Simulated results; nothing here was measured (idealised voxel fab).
Process module under the name voxel wiring stack
The cross-section shown here is cut; it is 285 nm wide and divided into square cells measuring 5 nm on a side.
Cross-section format: a grid of square cells, given as bands from top to bottom; each band is one or more rows of cells.
For a band, the entry starts with two heights in nm, that of the top and then that of the bottom, and carries on with the band's materials in order from left to right, each alongside its width in nm; the word "throughout" beside a single material means it fills the band edge to edge, and "air" means empty space.
Basically, 0 is our baseline, since under it the wafer straight out of the box is all one material. The bottom band has no lower end and keeps on going down, so it looks like "0 down".
You'd read "30->40" like this: the band's top row of cells is as wide as the first number, its bottom row is as wide as the second, and going down, every row changes width by the same amount as the row before did.
"remained the same" means the step left every cell of the cross-section as it was.
"Enclosed internal voids" specifies each empty space that is not open to the top and that occupies no fewer than 8 cells, using the form width x height at distance, the distance measured from the left edge and all three quantities in nm.
Formally, on a step line, whatever follows the settings is a remark that the simulator itself makes on the step.
"overlay nm" denotes, for a step that has a mask, the displacement of the mask to the right of its planned place, with negative values corresponding to the left.
What follows is a series of pairs. Each pair shows a cross-section before one process step and the cross-section after it, and the after view is drawn only down to the lowest band that changed. Beneath each pair is the step that lies between the two, with its settings. Pairs may come from different runs of this module on the same starting wafer, so a pair continues from the one above it only where its entry headed "Status before step" says so.
# Status before step
    160 to 155: Cu throughout
    155 to 150: TiN 110, Cu 20, TiN 25, Cu 20, TiN 110
    150 to 135: lowk 105, TiN 5, Cu 20, TiN 5, lowk 15, TiN 5, Cu 20, TiN 5, lowk 105
    135 to 130: lowk 105, TiN 5, Cu 5, TiN 20, lowk 15, TiN 30, lowk 105
    130 to 120: lowk 105, TiN 5, Cu 5, TiN 5, lowk 165
    120 to 115: SiCN 105, TiN 15, SiCN 165
    115 to 110: Ru 85, TiN 5, SiO2 15, TiN 5, Ru 175
    110 to 105: TiN 90, SiO2 15, TiN 5, Ru 20, TiN 25, Ru 20, TiN 110
    105 to 100: SiO2 105, TiN 5, Ru 20, TiN 5, SiO2 15, TiN 5, Ru 20, TiN 5, SiO2 105
    100 to 95: SiO2 90, SiN 15, TiN 30, SiO2 15, TiN 5, Ru 20, TiN 5, SiO2 105
    95 to 90: SiO2 90, SiN 5, Ru 35, SiN 5, SiO2 15, TiN 5, Ru 20, TiN 5, SiO2 105
    90 to 85: SiN 95, Ru 35, SiN 20, TiN 30, SiN 105
    85 to 80: SiCN 105, Ru 15, SiCN 165
    80 to 65: SiO2 105, TiN 5, Cu 20, TiN 5, SiO2 15, TiN 5, Cu 20, TiN 5, SiO2 105
    65 to 60: SiCN 105, TiN 30, SiCN 15, TiN 30, SiCN 105
    60 to 40: lowk 105, TiN 5, W 5, TiN 5, lowk 165
    40 to 35: SiCN 105, TiN 15, SiCN 165
    35 to 20: SiO2 100, SiCN 5, Ru 30, SiCN 5, SiO2 5, SiCN 5, Ru 30, SiCN 5, SiO2 100
    20 to 15: SiCN 105, TiN 30, SiCN 15, TiN 30, SiCN 105
    15 to 0: SiO2 throughout
    0 down: Si throughout
    Enclosed internal voids: none
# Post-Process Section
    150 to 135: lowk 105, TiN 5, Cu 20, TiN 5, lowk 15, TiN 5, Cu 20, TiN 5, lowk 105
    Unchanged below 135.
    Enclosed internal voids: none
Between before and after above, the operation and settings are CMP [height nm 150]
Status before step: check the pair just above; its after cross-section is our before state.
# Post-Process Section
    155 to 150: SiN throughout
    Unchanged below 150.
    Enclosed internal voids: none
Between before and after above, the operation and settings are CONFORMAL_DEP [material SiN] [thk nm 5]
# Status before step
    95 to 90: lowk 105, air 15, lowk 165
    90 to 85: lowk 105, Ru 15, lowk 165
    85 to 80: SiCN 105, Ru 15, SiCN 165
    80 to 65: SiO2 105, TiN 5, Cu 20, TiN 5, SiO2 15, TiN 5, Cu 20, TiN 5, SiO2 105
    65 to 60: SiCN 105, TiN 30, SiCN 15, TiN 30, SiCN 105
    60 to 40: lowk 105, TiN 5, W 5, TiN 5, lowk 165
    40 to 35: SiCN 105, TiN 15, SiCN 165
    35 to 20: SiO2 100, SiCN 5, Ru 30, SiCN 5, SiO2 5, SiCN 5, Ru 30, SiCN 5, SiO2 100
    20 to 15: SiCN 105, TiN 30, SiCN 15, TiN 30, SiCN 105
    15 to 0: SiO2 throughout
    0 down: Si throughout
    Enclosed internal voids: none
# Post-Process Section
    100 to 95: air 100, Ru 25, air 160
    95 to 85: lowk 105, Ru 15, lowk 165
    Unchanged below 85.
    Enclosed internal voids: none
Between before and after above, the operation and settings are EPI [material Ru] [thk nm 10]
Status before step: check the pair just above; its after cross-section is our before state.
# Post-Process Section
    105 to 95: air 95, Ru 35, air 155
    Unchanged below 95.
    Enclosed internal voids: none
Between before and after above, the operation and settings are EPI [material Ru] [thk nm 5]
Status before step: check the pair just above; its after cross-section is our before state.
# Post-Process Section
    110 to 105: air 90, SiN 45, air 150
    105 to 100: air 90, SiN 5, Ru 35, SiN 5, air 150
    100 to 95: SiN 95, Ru 35, SiN 155
    Unchanged below 95.
    Enclosed internal voids: none
Between before and after above, the operation and settings are CONFORMAL_DEP [material SiN] [thk nm 5]
Status before step: check the pair just above; its after cross-section is our before state.
# Post-Process Section
    125 to 115: air 90, SiO2 45, air 150
    115 to 110: SiO2 throughout
    110 to 105: SiO2 90, SiN 45, SiO2 150
    105 to 100: SiO2 90, SiN 5, Ru 35, SiN 5, SiO2 150
    Unchanged below 100.
    Enclosed internal voids: none
Between before and after above, the operation and settings are DIRECTIONAL_DEP [material SiO2] [thk nm 15]
Status before step: check the pair just above; its after cross-section is our before state.
# Post-Process Section
    140 to 130: air 90, aC 45, air 150
    130 to 125: aC throughout
    125 to 115: aC 90, SiO2 45, aC 150
    Unchanged below 115.
    Enclosed internal voids: none
Between before and after above, the operation and settings are DIRECTIONAL_DEP [material aC] [thk nm 15]
Status before step: check the pair just above; its after cross-section is our before state.
# Post-Process Section
    175 to 140: resist 105, air 30, resist 15, air 30, resist 105
    140 to 130: resist 90, aC 45, resist 15, air 30, resist 105
    Unchanged below 130.
    Enclosed internal voids: none
Between before and after above, the operation and settings are PATTERN [tone open] [mask id METAL_3] [material resist] [width nm 30] [pitch nm 45] [thk nm 35] [overlay nm 0]
Status before step: check the pair just above; its after cross-section is our before state.
# Post-Process Section
    160 to 140: resist 105, air 30, resist 15, air 30, resist 105
    140 to 130: resist 90, aC 15, air 30, resist 15, air 30, resist 105
    130 to 125: aC 105, air 30, aC 15, air 30, aC 105
    125 to 115: aC 90, SiO2 45, aC 15, air 30, aC 105
    Unchanged below 115.
    Enclosed internal voids: none
Between before and after above, the operation and settings are DIRECTIONAL_ETCH [etch materials aC] [depth nm 15]
Status before step: check the pair just above; its after cross-section is our before state.
# Post-Process Section
    140 to 130: air 90, aC 15, air 180
    Unchanged below 130.
    Enclosed internal voids: none
Between before and after above, the operation and settings are STRIP [etch materials resist]
Status before step: check the pair just above; its after cross-section is our before state.
# Post-Process Section
    140 to 130: air 90, aC 15, air 180
    130 to 125: aC 105, air 30, aC 15, air 30, aC 105
    125 to 115: aC 90, SiO2 15, air 30, aC 15, air 30, aC 105
    115 to 110: SiO2 105, air 30, SiO2 15, air 30, SiO2 105
    110 to 105: SiO2 90, SiN 45, SiO2 15, air 30, SiO2 105
    105 to 100: SiO2 90, SiN 5, Ru 35, SiN 5, SiO2 15, air 30, SiO2 105
    Unchanged below 100.
    Enclosed internal voids: none
Between before and after above, the operation and settings are DIRECTIONAL_ETCH [etch materials SiO2] [depth nm 15]
Status before step: check the pair just above; its after cross-section is our before state.
# Post-Process Section
    140 to 130: air 90, aC 15, air 180
    130 to 125: aC 105, air 30, aC 15, air 30, aC 105
    125 to 115: aC 90, SiO2 15, air 30, aC 15, air 30, aC 105
    115 to 110: SiO2 105, air 30, SiO2 15, air 30, SiO2 105
    110 to 105: SiO2 90, SiN 15, air 30, SiO2 15, air 30, SiO2 105
    105 to 100: SiO2 90, SiN 5, Ru 35, SiN 5, SiO2 15, air 30, SiO2 105
    100 to 95: SiN 95, Ru 35, SiN 20, air 30, SiN 105
    Unchanged below 95.
    Enclosed internal voids: none
Between before and after above, the operation and settings are DIRECTIONAL_ETCH [etch materials SiN] [depth nm 5]
Status before step: check the pair just above; its after cross-section is our before state.
# Post-Process Section
    125 to 115: air 90, SiO2 15, air 180
    Unchanged below 115.
    Enclosed internal voids: none
Between before and after above, the operation and settings are STRIP [etch materials aC]
Status before step: check the pair just above; its after cross-section is our before state.
# Post-Process Section
    130 to 125: air 85, TiN 25, air 175
    125 to 120: air 85, TiN 5, SiO2 15, TiN 5, air 175
    120 to 115: TiN 90, SiO2 15, TiN 5, air 20, TiN 25, air 20, TiN 110
    115 to 110: SiO2 105, TiN 5, air 20, TiN 5, SiO2 15, TiN 5, air 20, TiN 5, SiO2 105
    110 to 105: SiO2 90, SiN 15, TiN 30, SiO2 15, TiN 5, air 20, TiN 5, SiO2 105
    105 to 100: SiO2 90, SiN 5, Ru 35, SiN 5, SiO2 15, TiN 5, air 20, TiN 5, SiO2 105
    100 to 95: SiN 95, Ru 35, SiN 20, TiN 30, SiN 105
    Unchanged below 95.
    Enclosed internal voids: none
Between before and after above, the operation and settings are CONFORMAL_DEP [material TiN] [thk nm 5]
Status before step: check the pair just above; its after cross-section is our before state.
# Post-Process Section
    140 to 130: Ru throughout
    130 to 125: Ru 85, TiN 25, Ru 175
    125 to 120: Ru 85, TiN 5, SiO2 15, TiN 5, Ru 175
    120 to 115: TiN 90, SiO2 15, TiN 5, Ru 20, TiN 25, Ru 20, TiN 110
    115 to 110: SiO2 105, TiN 5, Ru 20, TiN 5, SiO2 15, TiN 5, Ru 20, TiN 5, SiO2 105
    110 to 105: SiO2 90, SiN 15, TiN 30, SiO2 15, TiN 5, Ru 20, TiN 5, SiO2 105
    105 to 100: SiO2 90, SiN 5, Ru 35, SiN 5, SiO2 15, TiN 5, Ru 20, TiN 5, SiO2 105
    Unchanged below 100.
    Enclosed internal voids: none
Between before and after above, the operation and settings are FILL_DEP [material Ru] [thk nm 10]
Status before step: check the pair just above; its after cross-section is our before state.
# Post-Process Section
    115 to 110: SiO2 105, TiN 5, Ru 20, TiN 5, SiO2 15, TiN 5, Ru 20, TiN 5, SiO2 105
    Unchanged below 110.
    Enclosed internal voids: none
Between before and after above, the operation and settings are CMP [height nm 115]
Status before step: check the pair just above; its after cross-section is our before state.
# Post-Process Section
    120 to 115: SiCN throughout
    Unchanged below 115.
    Enclosed internal voids: none
Between before and after above, the operation and settings are CONFORMAL_DEP [material SiCN] [thk nm 5]
Status before step: check the pair just above; its after cross-section is our before state.
# Post-Process Section
    150 to 120: lowk throughout
    Unchanged below 120.
    Enclosed internal voids: none
Between before and after above, the operation and settings are DIRECTIONAL_DEP [material lowk] [thk nm 30]
Status before step: check the pair just above; its after cross-section is our before state.
# Post-Process Section
    170 to 150: resist 105, air 15, resist 165
    Unchanged below 150.
    Enclosed internal voids: none
Between before and after above, the operation and settings are PATTERN [tone open] [mask id METAL_4_HOLES] [material resist] [width nm 15] [thk nm 20] [overlay nm 0]
Status before step: check the pair just above; its after cross-section is our before state.
# Post-Process Section
    170 to 150: resist 105, air 15, resist 165
    150 to 120: lowk 105, air 15, lowk 165
    Unchanged below 120.
    Enclosed internal voids: none
Between before and after above, the operation and settings are DIRECTIONAL_ETCH [etch materials lowk] [depth nm 30]
Status before step: check the pair just above; its after cross-section is our before state.
# Post-Process Section
    150 to 120: lowk 105, air 15, lowk 165
    Unchanged below 120.
    Enclosed internal voids: none
Between before and after above, the operation and settings are STRIP [etch materials resist]
Status before step: check the pair just above; its after cross-section is our before state.
# Post-Process Section
    165 to 150: resist 105, air 30, resist 15, air 30, resist 105
    Unchanged below 150.
    Enclosed internal voids: none
Between before and after above, the operation and settings are PATTERN [tone open] [mask id METAL_4] [material resist] [width nm 30] [pitch nm 45] [thk nm 15] [overlay nm 0]
Status before step: check the pair just above; its after cross-section is our before state.
# Post-Process Section
    165 to 150: resist 105, air 30, resist 15, air 30, resist 105
    150 to 130: lowk 105, air 30, lowk 15, air 30, lowk 105
    Unchanged below 130.
    Enclosed internal voids: none
Between before and after above, the operation and settings are DIRECTIONAL_ETCH [etch materials lowk] [depth nm 20]
Status before step: check the pair just above; its after cross-section is our before state.
# Post-Process Section
    165 to 150: resist 105, air 30, resist 15, air 30, resist 105
    150 to 130: lowk 105, air 30, lowk 15, air 30, lowk 105
    130 to 120: lowk 105, air 15, lowk 165
    120 to 115: SiCN 105, air 15, SiCN 165
    Unchanged below 115.
    Enclosed internal voids: none
Between before and after above, the operation and settings are DIRECTIONAL_ETCH [etch materials SiCN] [depth nm 5]
Status before step: check the pair just above; its after cross-section is our before state.
# Post-Process Section
    150 to 130: lowk 105, air 30, lowk 15, air 30, lowk 105
    Unchanged below 130.
    Enclosed internal voids: none
Between before and after above, the operation and settings are STRIP [etch materials resist]
Status before step: check the pair just above; its after cross-section is our before state.
# Post-Process Section
    155 to 150: TiN 110, air 20, TiN 25, air 20, TiN 110
    150 to 135: lowk 105, TiN 5, air 20, TiN 5, lowk 15, TiN 5, air 20, TiN 5, lowk 105
    135 to 130: lowk 105, TiN 5, air 5, TiN 20, lowk 15, TiN 30, lowk 105
    130 to 120: lowk 105, TiN 5, air 5, TiN 5, lowk 165
    120 to 115: SiCN 105, TiN 15, SiCN 165
    Unchanged below 115.
    Enclosed internal voids: none
Between before and after above, the operation and settings are CONFORMAL_DEP [material TiN] [thk nm 5]
Status before step: check the pair just above; its after cross-section is our before state.
# Post-Process Section
    160 to 155: Cu throughout
    155 to 150: TiN 110, Cu 20, TiN 25, Cu 20, TiN 110
    150 to 135: lowk 105, TiN 5, Cu 20, TiN 5, lowk 15, TiN 5, Cu 20, TiN 5, lowk 105
    135 to 130: lowk 105, TiN 5, Cu 5, TiN 20, lowk 15, TiN 30, lowk 105
    130 to 120: lowk 105, TiN 5, Cu 5, TiN 5, lowk 165
    Unchanged below 120.
    Enclosed internal voids: none
Between before and after above, the operation and settings are FILL_DEP [material Cu] [thk nm 5]
Status before step: check the pair just above; its after cross-section is our before state.
# Post-Process Section
    150 to 135: lowk 105, TiN 5, Cu 20, TiN 5, lowk 15, TiN 5, Cu 20, TiN 5, lowk 105
    Unchanged below 135.
    Enclosed internal voids: none
Between before and after above, the operation and settings are CMP [height nm 150]
Status before step: check the pair just above; its after cross-section is our before state.
# Post-Process Section
    155 to 150: SiN throughout
    Unchanged below 150.
    Enclosed internal voids: none
Between before and after above, the operation and settings are CONFORMAL_DEP [material SiN] [thk nm 5]
# Status before step
    80 to 65: SiO2 105, TiN 5, Cu 20, TiN 5, SiO2 15, TiN 5, Cu 20, TiN 5, SiO2 105
    65 to 60: SiCN 105, TiN 30, SiCN 15, TiN 30, SiCN 105
    60 to 40: lowk 105, TiN 5, W 5, TiN 5, lowk 165
    40 to 35: SiCN 105, TiN 15, SiCN 165
    35 to 20: SiO2 100, SiCN 5, Ru 30, SiCN 5, SiO2 5, SiCN 5, Ru 30, SiCN 5, SiO2 100
    20 to 15: SiCN 105, TiN 30, SiCN 15, TiN 30, SiCN 105
    15 to 0: SiO2 throughout
    0 down: Si throughout
    Enclosed internal voids: none
# Post-Process Section
    90 to 80: lowk throughout
    Unchanged below 80.
    Enclosed internal voids: none
Between before and after above, the operation and settings are DIRECTIONAL_DEP [material lowk] [thk nm 10]
Status before step: check the pair just above; its after cross-section is our before state.
# Post-Process Section
    95 to 90: SiCN throughout
    Unchanged below 90.
    Enclosed internal voids: none
Between before and after above, the operation and settings are CONFORMAL_DEP [material SiCN] [thk nm 5]
Status before step: check the pair just above; its after cross-section is our before state.
# Post-Process Section
    95 to 90: SiCN 105, air 15, SiCN 165
    Unchanged below 90.
    Enclosed internal voids: none
Between before and after above, the operation and settings are MASKED_ETCH [tone open] [mask id PLUG_2] [width nm 15] [etch materials SiCN] [depth nm 5] [overlay nm 0]
Status before step: check the pair just above; its after cross-section is our before state.
# Post-Process Section
    100 to 95: SiN 110, air 5, SiN 170
    95 to 90: SiCN 105, SiN 15, SiCN 165
    Unchanged below 90.
    Enclosed internal voids: none
Between before and after above, the operation and settings are CONFORMAL_DEP [material SiN] [thk nm 5]
Status before step: check the pair just above; its after cross-section is our before state.
# Post-Process Section
    115 to 110: SiO2 110, air 5, SiO2 170
    110 to 100: SiO2 throughout
    100 to 95: SiN 110, SiO2 5, SiN 170
    Unchanged below 95.
    Enclosed internal voids: none
Between before and after above, the operation and settings are DIRECTIONAL_DEP [material SiO2] [thk nm 15]
Status before step: check the pair just above; its after cross-section is our before state.
# Post-Process Section
    130 to 125: aC 110, air 5, aC 170
    125 to 115: aC throughout
    115 to 110: SiO2 110, aC 5, SiO2 170
    Unchanged below 110.
    Enclosed internal voids: none
Between before and after above, the operation and settings are DIRECTIONAL_DEP [material aC] [thk nm 15]
Status before step: check the pair just above; its after cross-section is our before state.
# Post-Process Section
    165 to 130: resist 105, air 30, resist 15, air 30, resist 105
    Unchanged below 130.
    Enclosed internal voids: none
Between before and after above, the operation and settings are PATTERN [tone open] [mask id METAL_3] [material resist] [width nm 30] [pitch nm 45] [thk nm 35] [overlay nm 0]
Status before step: check the pair just above; its after cross-section is our before state.
# Post-Process Section
    150 to 130: resist 105, air 30, resist 15, air 30, resist 105
    130 to 115: aC 105, air 30, aC 15, air 30, aC 105
    115 to 110: SiO2 110, air 5, SiO2 170
    Unchanged below 110.
    Enclosed internal voids: none
Between before and after above, the operation and settings are DIRECTIONAL_ETCH [etch materials aC] [depth nm 15]
Status before step: check the pair just above; its after cross-section is our before state.
# Post-Process Section
    130 to 115: aC 105, air 30, aC 15, air 30, aC 105
    Unchanged below 115.
    Enclosed internal voids: none
Between before and after above, the operation and settings are STRIP [etch materials resist]
Status before step: check the pair just above; its after cross-section is our before state.
# Post-Process Section
    130 to 115: aC 105, air 30, aC 15, air 30, aC 105
    115 to 100: SiO2 105, air 30, SiO2 15, air 30, SiO2 105
    100 to 95: SiN 110, air 5, SiN 170
    Unchanged below 95.
    Enclosed internal voids: none
Between before and after above, the operation and settings are DIRECTIONAL_ETCH [etch materials SiO2] [depth nm 15]
Status before step: check the pair just above; its after cross-section is our before state.
# Post-Process Section
    130 to 115: aC 105, air 30, aC 15, air 30, aC 105
    115 to 100: SiO2 105, air 30, SiO2 15, air 30, SiO2 105
    100 to 95: SiN 105, air 30, SiN 15, air 30, SiN 105
    95 to 90: SiCN 105, SiN 5, air 5, SiN 5, SiCN 165
    Unchanged below 90.
    Enclosed internal voids: none
Between before and after above, the operation and settings are DIRECTIONAL_ETCH [etch materials SiN] [depth nm 5]
Status before step: check the pair just above; its after cross-section is our before state.
# Post-Process Section
    115 to 100: SiO2 105, air 30, SiO2 15, air 30, SiO2 105
    Unchanged below 100.
    Enclosed internal voids: none
Between before and after above, the operation and settings are STRIP [etch materials aC]
Status before step: check the pair just above; its after cross-section is our before state.
# Post-Process Section
    120 to 115: TiN 110, air 20, TiN 25, air 20, TiN 110
    115 to 100: SiO2 105, TiN 5, air 20, TiN 5, SiO2 15, TiN 5, air 20, TiN 5, SiO2 105
    100 to 95: SiN 105, TiN 30, SiN 15, TiN 30, SiN 105
    95 to 90: SiCN 105, SiN 5, TiN 5, SiN 5, SiCN 165
    Unchanged below 90.
    Enclosed internal voids: none
Between before and after above, the operation and settings are CONFORMAL_DEP [material TiN] [thk nm 5]
Status before step: check the pair just above; its after cross-section is our before state.
# Post-Process Section
    130 to 120: Ru throughout
    120 to 115: TiN 110, Ru 20, TiN 25, Ru 20, TiN 110
    115 to 100: SiO2 105, TiN 5, Ru 20, TiN 5, SiO2 15, TiN 5, Ru 20, TiN 5, SiO2 105
    Unchanged below 100.
    Enclosed internal voids: none
Between before and after above, the operation and settings are FILL_DEP [material Ru] [thk nm 10]
Status before step: check the pair just above; its after cross-section is our before state.
# Post-Process Section
    115 to 100: SiO2 105, TiN 5, Ru 20, TiN 5, SiO2 15, TiN 5, Ru 20, TiN 5, SiO2 105
    Unchanged below 100.
    Enclosed internal voids: none
Between before and after above, the operation and settings are CMP [height nm 115]
Status before step: check the pair just above; its after cross-section is our before state.
# Post-Process Section
    120 to 115: SiCN throughout
    Unchanged below 115.
    Enclosed internal voids: none
Between before and after above, the operation and settings are CONFORMAL_DEP [material SiCN] [thk nm 5]
Status before step: check the pair just above; its after cross-section is our before state.
# Post-Process Section
    150 to 120: lowk throughout
    Unchanged below 120.
    Enclosed internal voids: none
Between before and after above, the operation and settings are DIRECTIONAL_DEP [material lowk] [thk nm 30]
Status before step: check the pair just above; its after cross-section is our before state.
# Post-Process Section
    170 to 150: resist 105, air 15, resist 165
    Unchanged below 150.
    Enclosed internal voids: none
Between before and after above, the operation and settings are PATTERN [tone open] [mask id METAL_4_HOLES] [material resist] [width nm 15] [thk nm 20] [overlay nm 0]
Status before step: check the pair just above; its after cross-section is our before state.
# Post-Process Section
    170 to 150: resist 105, air 15, resist 165
    150 to 120: lowk 105, air 15, lowk 165
    Unchanged below 120.
    Enclosed internal voids: none
Between before and after above, the operation and settings are DIRECTIONAL_ETCH [etch materials lowk] [depth nm 30]
Status before step: check the pair just above; its after cross-section is our before state.
# Post-Process Section
    150 to 120: lowk 105, air 15, lowk 165
    Unchanged below 120.
    Enclosed internal voids: none
Between before and after above, the operation and settings are STRIP [etch materials resist]
Status before step: check the pair just above; its after cross-section is our before state.
# Post-Process Section
    165 to 150: resist 105, air 30, resist 15, air 30, resist 105
    Unchanged below 150.
    Enclosed internal voids: none
Between before and after above, the operation and settings are PATTERN [tone open] [mask id METAL_4] [material resist] [width nm 30] [pitch nm 45] [thk nm 15] [overlay nm 0]
Status before step: check the pair just above; its after cross-section is our before state.
# Post-Process Section
    165 to 150: resist 105, air 30, resist 15, air 30, resist 105
    150 to 130: lowk 105, air 30, lowk 15, air 30, lowk 105
    Unchanged below 130.
    Enclosed internal voids: none
Between before and after above, the operation and settings are DIRECTIONAL_ETCH [etch materials lowk] [depth nm 20]
Status before step: check the pair just above; its after cross-section is our before state.
# Post-Process Section
    165 to 150: resist 105, air 30, resist 15, air 30, resist 105
    150 to 130: lowk 105, air 30, lowk 15, air 30, lowk 105
    130 to 120: lowk 105, air 15, lowk 165
    120 to 115: SiCN 105, air 15, SiCN 165
    Unchanged below 115.
    Enclosed internal voids: none
Between before and after above, the operation and settings are DIRECTIONAL_ETCH [etch materials SiCN] [depth nm 5]
Status before step: check the pair just above; its after cross-section is our before state.
# Post-Process Section
    150 to 130: lowk 105, air 30, lowk 15, air 30, lowk 105
    Unchanged below 130.
    Enclosed internal voids: none
Between before and after above, the operation and settings are STRIP [etch materials resist]
Status before step: check the pair just above; its after cross-section is our before state.
# Post-Process Section
    155 to 150: TiN 110, air 20, TiN 25, air 20, TiN 110
    150 to 135: lowk 105, TiN 5, air 20, TiN 5, lowk 15, TiN 5, air 20, TiN 5, lowk 105
    135 to 130: lowk 105, TiN 5, air 5, TiN 20, lowk 15, TiN 30, lowk 105
    130 to 120: lowk 105, TiN 5, air 5, TiN 5, lowk 165
    120 to 115: SiCN 105, TiN 15, SiCN 165
    Unchanged below 115.
    Enclosed internal voids: none
Between before and after above, the operation and settings are CONFORMAL_DEP [material TiN] [thk nm 5]
Status before step: check the pair just above; its after cross-section is our before state.
# Post-Process Section
    160 to 155: Cu throughout
    155 to 150: TiN 110, Cu 20, TiN 25, Cu 20, TiN 110
    150 to 135: lowk 105, TiN 5, Cu 20, TiN 5, lowk 15, TiN 5, Cu 20, TiN 5, lowk 105
    135 to 130: lowk 105, TiN 5, Cu 5, TiN 20, lowk 15, TiN 30, lowk 105
    130 to 120: lowk 105, TiN 5, Cu 5, TiN 5, lowk 165
    Unchanged below 120.
    Enclosed internal voids: none
Between before and after above, the operation and settings are FILL_DEP [material Cu] [thk nm 5]
Status before step: check the pair just above; its after cross-section is our before state.
# Post-Process Section
    150 to 135: lowk 105, TiN 5, Cu 20, TiN 5, lowk 15, TiN 5, Cu 20, TiN 5, lowk 105
    Unchanged below 135.
    Enclosed internal voids: none
Between before and after above, the operation and settings are CMP [height nm 150]
Status before step: check the pair just above; its after cross-section is our before state.
# Post-Process Section
    155 to 150: SiN throughout
    Unchanged below 150.
    Enclosed internal voids: none
Between before and after above, the operation and settings are CONFORMAL_DEP [material SiN] [thk nm 5]
# Status before step
    160 to 155: Cu throughout
    155 to 150: TiN 110, Cu 20, TiN 25, Cu 20, TiN 110
    150 to 135: lowk 105, TiN 5, Cu 20, TiN 5, lowk 15, TiN 5, Cu 20, TiN 5, lowk 105
    135 to 130: lowk 105, TiN 5, Cu 5, TiN 20, lowk 15, TiN 30, lowk 105
    130 to 120: lowk 105, TiN 5, Cu 5, TiN 5, lowk 165
    120 to 115: SiCN 105, TiN 15, SiCN 165
    115 to 100: SiO2 105, TiN 5, Ru 20, TiN 5, SiO2 15, TiN 5, Ru 20, TiN 5, SiO2 105
    100 to 95: SiN 105, TiN 30, SiN 15, TiN 30, SiN 105
    95 to 85: lowk 105, Ru 15, lowk 165
    85 to 80: SiCN 105, Ru 15, SiCN 165
    80 to 65: SiO2 105, TiN 5, Cu 20, TiN 5, SiO2 15, TiN 5, Cu 20, TiN 5, SiO2 105
    65 to 60: SiCN 105, TiN 30, SiCN 15, TiN 30, SiCN 105
    60 to 40: lowk 105, TiN 5, W 5, TiN 5, lowk 165
    40 to 35: SiCN 105, TiN 15, SiCN 165
    35 to 20: SiO2 100, SiCN 5, Ru 30, SiCN 5, SiO2 5, SiCN 5, Ru 30, SiCN 5, SiO2 100
    20 to 15: SiCN 105, TiN 30, SiCN 15, TiN 30, SiCN 105
    15 to 0: SiO2 throughout
    0 down: Si throughout
    Enclosed internal voids: none
# Post-Process Section
    140 to 135: lowk 105, TiN 5, Cu 20, TiN 5, lowk 15, TiN 5, Cu 20, TiN 5, lowk 105
    Unchanged below 135.
    Enclosed internal voids: none
Between before and after above, the operation and settings are CMP [height nm 140]
Status before step: check the pair just above; its after cross-section is our before state.
# Post-Process Section
    145 to 140: SiN throughout
    Unchanged below 140.
    Enclosed internal voids: none
Between before and after above, the operation and settings are CONFORMAL_DEP [material SiN] [thk nm 5]
# Status before step
    150 to 120: lowk 105, air 15, lowk 165
    120 to 115: SiCN throughout
    115 to 100: SiO2 105, TiN 5, Ru 20, TiN 5, SiO2 15, TiN 5, Ru 20, TiN 5, SiO2 105
    100 to 95: SiN 105, TiN 30, SiN 15, TiN 30, SiN 105
    95 to 85: lowk 105, Ru 15, lowk 165
    85 to 80: SiCN 105, Ru 15, SiCN 165
    80 to 65: SiO2 105, TiN 5, Cu 20, TiN 5, SiO2 15, TiN 5, Cu 20, TiN 5, SiO2 105
    65 to 60: SiCN 105, TiN 30, SiCN 15, TiN 30, SiCN 105
    60 to 40: lowk 105, TiN 5, W 5, TiN 5, lowk 165
    40 to 35: SiCN 105, TiN 15, SiCN 165
    35 to 20: SiO2 100, SiCN 5, Ru 30, SiCN 5, SiO2 5, SiCN 5, Ru 30, SiCN 5, SiO2 100
    20 to 15: SiCN 105, TiN 30, SiCN 15, TiN 30, SiCN 105
    15 to 0: SiO2 throughout
    0 down: Si throughout
    Enclosed internal voids: none
# Post-Process Section
    165 to 150: resist 110, air 20, resist 25, air 20, resist 110
    150 to 120: lowk 105, resist 5, air 10, lowk 165
    Unchanged below 120.
    Enclosed internal voids: none
Between before and after above, the operation and settings are PATTERN [tone open] [mask id METAL_4] [material resist] [width nm 20] [pitch nm 45] [thk nm 15] [overlay nm 0]
Status before step: check the pair just above; its after cross-section is our before state.
# Post-Process Section
    165 to 150: resist 110, air 20, resist 25, air 20, resist 110
    150 to 130: lowk 105, resist 5, air 20, lowk 25, air 20, lowk 110
    Unchanged below 130.
    Enclosed internal voids: none
Between before and after above, the operation and settings are DIRECTIONAL_ETCH [etch materials lowk] [depth nm 20]
Status before step: check the pair just above; its after cross-section is our before state.
# Post-Process Section
    165 to 150: resist 110, air 20, resist 25, air 20, resist 110
    150 to 130: lowk 105, resist 5, air 20, lowk 25, air 20, lowk 110
    130 to 120: lowk 105, resist 5, air 10, lowk 165
    120 to 115: SiCN 110, air 10, SiCN 165
    Unchanged below 115.
    Enclosed internal voids: none
Between before and after above, the operation and settings are DIRECTIONAL_ETCH [etch materials SiCN] [depth nm 5]
Status before step: check the pair just above; its after cross-section is our before state.
# Post-Process Section
    150 to 130: lowk 105, air 25, lowk 25, air 20, lowk 110
    130 to 120: lowk 105, air 15, lowk 165
    Unchanged below 120.
    Enclosed internal voids: none
Between before and after above, the operation and settings are STRIP [etch materials resist]
Status before step: check the pair just above; its after cross-section is our before state.
# Post-Process Section
    155 to 150: TiN 110, air 15, TiN 35, air 10, TiN 115
    150 to 135: lowk 105, TiN 5, air 15, TiN 5, lowk 25, TiN 5, air 10, TiN 5, lowk 110
    135 to 130: lowk 105, TiN 5, air 5, TiN 15, lowk 25, TiN 20, lowk 110
    130 to 125: lowk 105, TiN 5, air 5, TiN 5, lowk 165
    125 to 120: lowk 105, TiN 15, lowk 165
    120 to 115: SiCN 110, TiN 10, SiCN 165
    Unchanged below 115.
    Enclosed internal voids: none
Between before and after above, the operation and settings are CONFORMAL_DEP [material TiN] [thk nm 5]
Status before step: check the pair just above; its after cross-section is our before state.
# Post-Process Section
    160 to 155: Cu throughout
    155 to 150: TiN 110, Cu 15, TiN 35, Cu 10, TiN 115
    150 to 135: lowk 105, TiN 5, Cu 15, TiN 5, lowk 25, TiN 5, Cu 10, TiN 5, lowk 110
    135 to 130: lowk 105, TiN 5, Cu 5, TiN 15, lowk 25, TiN 20, lowk 110
    130 to 125: lowk 105, TiN 5, Cu 5, TiN 5, lowk 165
    Unchanged below 125.
    Enclosed internal voids: none
Between before and after above, the operation and settings are FILL_DEP [material Cu] [thk nm 5]
Status before step: check the pair just above; its after cross-section is our before state.
# Post-Process Section
    150 to 135: lowk 105, TiN 5, Cu 15, TiN 5, lowk 25, TiN 5, Cu 10, TiN 5, lowk 110
    Unchanged below 135.
    Enclosed internal voids: none
Between before and after above, the operation and settings are CMP [height nm 150]
